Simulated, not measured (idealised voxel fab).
Process module heading - voxel capacitor over wiring
Cross-sectional view cut (width: 245 nm; square cell size: 5 nm).
A cross-section in this document is a grid of square cells, and it is written down as bands, the top band listed before the ones below it; a band is made up of one or more rows of cells.
Quick guide to a band line: top height, bottom height (nm) up front; then every material left to right with its width in nm. Only one material and it's marked "throughout"? Then it fills the band edge to edge. And "blank" just means empty space.
Height is counted from the level 0, under which the received wafer is composed throughout of one material. The lowest of the bands is not closed at the bottom but continues downward, in the notation "0 and below".
A width such as "30->40" changes by the same amount from each row of cells to the next, from the band's top row to its bottom row.
Where a step carries "everything unchanged", the cross-section came out of it unchanged, cell for cell.
What "Entrapped void list" gives you is every empty space of 8 cells or more that is cut off from the top. Each appears as width x height at distance, with the distance taken from the left edge and width, height and distance all in nm.
On each step's line, the part that comes after the settings is the simulator's own comment on the step.
"overlay nm" answers the question of how far to the right of plan the mask lay on a step that has a mask, and when it is negative the answer is to the left.

Planned process steps
1. RECEIVE, material Si
2. CONFORMAL_DEP, material SiO2, thk nm 15
3. DIRECTIONAL_DEP, material TiN, thk nm 5
4. DIRECTIONAL_DEP, material Ru, thk nm 25
5. PATTERN, tone cover, mask id METAL_1, material resist, width nm 20, pitch nm 75, thk nm 20, overlay nm 0
6. DIRECTIONAL_ETCH, etch materials Ru, depth nm 25
7. DIRECTIONAL_ETCH, etch materials TiN, depth nm 5
8. STRIP, etch materials resist
9. CONFORMAL_DEP, material SiCN, thk nm 5
10. FILL_DEP, material SiO2, thk nm 5
11. CMP, height nm 45
12. CONFORMAL_DEP, material SiCN, thk nm 5
13. DIRECTIONAL_DEP, material lowk, thk nm 20
14. MASKED_ETCH, tone open, mask id PLUG_1, width nm 15, etch materials lowk, depth nm 20, overlay nm 0
15. MASKED_ETCH, tone open, mask id PLUG_1, width nm 15, etch materials SiCN, depth nm 5, overlay nm 0
16. CONFORMAL_DEP, material TiN, thk nm 5
17. FILL_DEP, material W, thk nm 10
18. CMP, height nm 70
19. DIRECTIONAL_DEP, material TiN, thk nm 5
20. DIRECTIONAL_DEP, material SiN, thk nm 5
21. DIRECTIONAL_DEP, material TiN, thk nm 10
22. DIRECTIONAL_DEP, material aC, thk nm 10
23. PATTERN, tone cover, mask id UPPER_PLATE, material resist, width nm 60, thk nm 25, overlay nm 0
24. DIRECTIONAL_ETCH, etch materials aC, depth nm 10
25. STRIP, etch materials resist
26. DIRECTIONAL_ETCH, etch materials TiN, depth nm 10
27. DIRECTIONAL_ETCH, etch materials SiN, depth nm 5
28. STRIP, etch materials aC
29. PATTERN, tone cover, mask id LOWER_PLATE, material resist, width nm 70, thk nm 15, overlay nm 0
30. DIRECTIONAL_ETCH, etch materials TiN, depth nm 5
31. STRIP, etch materials resist
32. FILL_DEP, material SiO2, thk nm 20
33. CMP, height nm 105
34. PATTERN, tone open, mask id PLUG_2, material resist, width nm 15, thk nm 20, overlay nm 0
35. DIRECTIONAL_ETCH, etch materials SiO2, depth nm 15
36. STRIP, etch materials resist
37. CONFORMAL_DEP, material TiN, thk nm 5
38. FILL_DEP, material Ru, thk nm 10
39. CMP, height nm 105
40. CONFORMAL_DEP, material SiN, thk nm 5

Wafer at receipt (post step 1), cross-section
  0 and below: Si throughout
  Entrapped void list: none

The plan above was carried out on the starting structure above with one mistake, and this cross-section shows the wafer at the end of the module
  110 down to 105: SiN throughout
  105 down to 95: SiO2 90; TiN 5; Ru 5; TiN 5; SiO2 140
  95 down to 90: SiO2 90; TiN 15; SiO2 140
  90 down to 80: SiO2 85; TiN 60; SiO2 100
  80 down to 75: SiO2 85; SiN 60; SiO2 100
  75 down to 70: SiO2 75; TiN 70; SiO2 100
  70 down to 50: lowk 80; TiN 5; W 5; TiN 5; lowk 150
  50 down to 45: SiCN 80; TiN 15; SiCN 150
  45 down to 20: SiO2 70; SiCN 5; Ru 20; SiCN 5; SiO2 45; SiCN 5; Ru 20; SiCN 5; SiO2 70
  20 down to 15: SiCN 75; TiN 20; SiCN 55; TiN 20; SiCN 75
  15 down to 0: SiO2 throughout
  0 and below: Si throughout
  Entrapped void list: none
Which mistake was made when the wafer was run? so step 23 ended up running with a different setting than we planned, it ran as PATTERN, tone cover, mask id UPPER_PLATE, material resist, width nm 60, thk nm 25, overlay nm 5
